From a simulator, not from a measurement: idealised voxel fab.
The document below concerns the process module designated voxel gate over fins.
We display cut, a cross-section 300 nm in width whose square cells are each 5 nm.
Square cells in a grid make up a cross-section in this document, and the grid is given as bands, listed from the top down, each one or more rows of cells. This entry defines a band. It first specifies the height of the band's top and the height of its bottom in nm, and then specifies the band's materials from left to right, stating each material with its width in nm. The word "full width" identifies a single material that fills the band from edge to edge, while the word "air" identifies empty space. Note: height 0 marks the level under which the wafer is uniformly one material as received. Lowest band unbounded below, written "0 and below". When a width is written as two numbers, as in "30..40", the first number is the width in the top row of cells of the band and the second is the width in its bottom row, and the width changes by the same amount from each row to the next. Where a step carries "remains unaltered", the cross-section came out of it unchanged, cell for cell. Entry "Closed void register" = empty spaces >= 8 cells with no open way to the top; each as width x height at distance, distance from left edge, all nm. Post-settings text on a step line: simulator's own remark regarding the step. You can add "overlay nm" to a step's line. For a step with a mask, it describes how far the mask lay to the right of its planned position, and a negative number describes a lay to the left.

PROCESS STEPS - PLAN
| 1 | op RECEIVE | material Si |
| 2 | op CONFORMAL_DEP | material SiN | thk nm 10 |
| 3 | op PATTERN | tone cover | mask id FINS | material resist | width nm 15 | pitch nm 40 | thk nm 15 | overlay nm 0 |
| 4 | op DIRECTIONAL_ETCH | etch materials SiN | depth nm 10 |
| 5 | op DIRECTIONAL_ETCH | etch materials Si | depth nm 35 |
| 6 | op STRIP | etch materials resist |
| 7 | op FILL_DEP | material SiO2 | thk nm 15 |
| 8 | op CMP | height nm 10 |
| 9 | op SELECTIVE_ETCH | etch materials SiO2 | depth nm 25 |
| 10 | op STRIP | etch materials SiN |
| 11 | op CONFORMAL_DEP | material HfO2 | thk nm 5 |
| 12 | op CONFORMAL_DEP | material TiN | thk nm 5 |
| 13 | op FILL_DEP | material W | thk nm 15 |
| 14 | op CMP | height nm 20 |
| 15 | op CONFORMAL_DEP | material SiN | thk nm 5 |

WAFER AS RECEIVED: CROSS-SECTION FOLLOWING STEP 1
  0 and below | Si full width
  Closed void register: none

THE FIRST OF TWO WAFERS, CROSS-SECTIONED AT THE END OF THE MODULE, WITH THE RUN PROCEEDING AS PLANNED
  25 down to 20 | SiN full width
  20 down to 10 | W full width
  10 down to 5 | W 110, then TiN 35, then W 5, then TiN 35, then W 115
  5 down to 0 | W 110, then TiN 5, then HfO2 25, then TiN 5, then W 5, then TiN 5, then HfO2 25, then TiN 5, then W 115
  0 down to -5 | W 110, then TiN 5, then HfO2 5, then Si 15, then HfO2 5, then TiN 5, then W 5, then TiN 5, then HfO2 5, then Si 15, then HfO2 5, then TiN 5, then W 115
  -5 down to -10 | TiN 115, then HfO2 5, then Si 15, then HfO2 5, then TiN 15, then HfO2 5, then Si 15, then HfO2 5, then TiN 120
  -10 down to -15 | HfO2 120, then Si 15, then HfO2 25, then Si 15, then HfO2 125
  -15 down to -35 | SiO2 120, then Si 15, then SiO2 25, then Si 15, then SiO2 125
  -35 and below | Si full width
  Closed void register: none

SECOND WAFER OF THE TWO, SECTIONED AT THE END OF THE MODULE. IT BEGAN LIKE THE FIRST AND FOLLOWED THE SAME PLAN, BUT ONE MISTAKE WAS MADE WHILE RUNNING IT
  25 down to 20 | SiN full width
  20 down to 10 | W full width
  10 down to 5 | W 110, then TiN 35, then W 5, then TiN 35, then W 115
  5 down to 0 | W 110, then TiN 5, then HfO2 25, then TiN 5, then W 5, then TiN 5, then HfO2 25, then TiN 5, then W 115
  0 down to -5 | W 110, then TiN 5, then HfO2 5, then Si 15, then HfO2 5, then TiN 5, then W 5, then TiN 5, then HfO2 5, then Si 15, then HfO2 5, then TiN 5, then W 115
  -5 down to -10 | TiN 115, then HfO2 5, then Si 15, then HfO2 5, then TiN 15, then HfO2 5, then Si 15, then HfO2 5, then TiN 120
  -10 down to -15 | HfO2 120, then Si 15, then HfO2 25, then Si 15, then HfO2 125
  -15 down to -70 | SiO2 120, then Si 15, then SiO2 25, then Si 15, then SiO2 125
  -70 and below | Si full width
  Closed void register: none
what went wrong: heads up, step 5 of the plan got done twice
Cell-count delta at end, second wafer over first, by material: -378 Si | +378 SiO2
